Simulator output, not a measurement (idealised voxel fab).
Process module, titled voxel trench capacitor
Shown is cross-section cut, with a width of 250 nm and square cells of size 5 nm.
Cross-section = grid of square cells, listed top down in bands; band = one or more rows. What a band's entry tells you: where the top is and where the bottom is, as heights in nm, and after that what lies inside, material by material from left to right, each with its width in nm. Empty space is written as the word "empty", and a single material marked with the word "everywhere" occupies the band from edge to edge. Below 0: as-received wafer, all one material; heights counted from there. Lowest band: no bottom, goes on down, written "0..down". Note: "30..40" means the width goes from the first number (top row of the band) to the second number (bottom row) in equal steps per row of cells. What does "remained unchanged" mean for a step? It means no cell of the cross-section changed in that step. The entry "Cavities, sealed" lists the empty spaces that cover at least 8 cells and have no open path to the top. Each is written as width x height at distance, where the distance is measured from the left edge and all three values are in nm. Note: text after step settings on the step line = simulator remark on that step. "overlay nm", when on a step's line for a step with a mask, measures how far to the right of its planned place the mask lay; a negative measure means to the left.
-- So here's the lineup of process steps we planned
1. RECEIVE,material Si
2. CONFORMAL_DEP,material SiN,thk nm 10
3. PATTERN,tone open,mask id TRENCH,material resist,width nm 20,pitch nm 40,thk nm 20,overlay nm 0
4. DIRECTIONAL_ETCH,etch materials SiN,depth nm 10
5. DIRECTIONAL_ETCH,etch materials Si,depth nm 35
6. STRIP,etch materials resist
7. CONFORMAL_DEP,material Al2O3,thk nm 5
8. FILL_DEP,material polySi,thk nm 5
9. CMP,height nm 10
-- Incoming wafer in cross-section (state: after step 1)
> 0..down  Si everywhere
> Cavities, sealed: none
-- Look at the cross-section after the module: the wafer started out the way shown above and the plan was the one shown above, yet one mistake was made along the way
> 5..0  95 SiN, then 5 Al2O3, then 10 polySi, then 5 Al2O3, then 20 SiN, then 5 Al2O3, then 10 polySi, then 5 Al2O3, then 95 SiN
> 0..-30  95 Si, then 5 Al2O3, then 10 polySi, then 5 Al2O3, then 20 Si, then 5 Al2O3, then 10 polySi, then 5 Al2O3, then 95 Si
> -30..-35  95 Si, then 20 Al2O3, then 20 Si, then 20 Al2O3, then 95 Si
> -35..down  Si everywhere
> Cavities, sealed: none
what went wrong: rather than as planned, step 9 actually ran as CMP,height nm 5
